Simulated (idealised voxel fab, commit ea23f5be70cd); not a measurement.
Name of the process module below: voxel ribs on slabs
cross-section cut | 170 nm wide | cells 5 nm
Square cells in a grid make up a cross-section in this document, and the grid is given as bands, listed from the top down, each one or more rows of cells.
Read a band's entry like this: the first values are the height of its top and the height of its bottom in nm, and what follows is the sequence of materials from left to right, each with its width in nm. Note that "air" is empty space, and that a single material marked "all across" reaches across the band from edge to edge.
We count height from 0. Below that, the starting wafer is all one material. The lowest band never ends at the bottom but goes on down; see "z 0 and below" for how that is written.
Read "30 to 40" as a graded width: first number on top, second number at the bottom, same change between each pair of neighbouring rows.
The cross-section has no changed cell in any step marked "no modifications".
"Catalogued sealed voids": sealed empty spaces, 8 cells or more, no open way to top, listed width x height at distance, with distance from the left edge and width, height and distance in nm.
Step line, after settings: the simulator's comment on this step.
A step line may carry the setting "overlay nm", which, for steps involving a mask, states the distance by which the mask lay to the right of its intended position; negative values denote displacement to the left.
-- This section lists the process steps that were planned
1: RECEIVE, material Si
2: DIRECTIONAL_DEP, material SiO2, thk nm 20
3: DIRECTIONAL_DEP, material polySi, thk nm 15
4: MASKED_ETCH, tone cover, mask id RIB, width nm 30, etch materials polySi, depth nm 10, overlay nm 0
5: DIRECTIONAL_DEP, material aC, thk nm 15
6: PATTERN, tone cover, mask id SLAB, material resist, width nm 70, thk nm 35, overlay nm 0
7: DIRECTIONAL_ETCH, etch materials aC, depth nm 15
8: STRIP, etch materials resist
9: DIRECTIONAL_ETCH, etch materials polySi, depth nm 5
10: STRIP, etch materials aC
11: FILL_DEP, material SiO2, thk nm 15
12: CMP, height nm 45
13: DIRECTIONAL_DEP, material W, thk nm 10
14: DIRECTIONAL_DEP, material aC, thk nm 10
15: PATTERN, tone cover, mask id HEATER, material resist, width nm 40, thk nm 25, overlay nm 0
16: DIRECTIONAL_ETCH, etch materials aC, depth nm 10
17: STRIP, etch materials resist
18: DIRECTIONAL_ETCH, etch materials W, depth nm 10
19: STRIP, etch materials aC
20: CONFORMAL_DEP, material SiN, thk nm 10
-- Cross-section of the wafer upon arrival, representing the state reached after step 1
	z 0 and below = Si all across
	Catalogued sealed voids: none
-- Wafer at module end, in section. Began as above, planned as above, run with one mistake
	z 65 to 55 = air 55, then SiN 60, then air 55
	z 55 to 45 = SiN 65, then W 40, then SiN 65
	z 45 to 35 = SiO2 70 to 50, then polySi 30 to 70, then SiO2 70 to 50
	z 35 to 20 = polySi all across
	z 20 to 0 = SiO2 all across
	z 0 and below = Si all across
	Catalogued sealed voids: none
Here's what went sideways: plan step 3 was twice executed
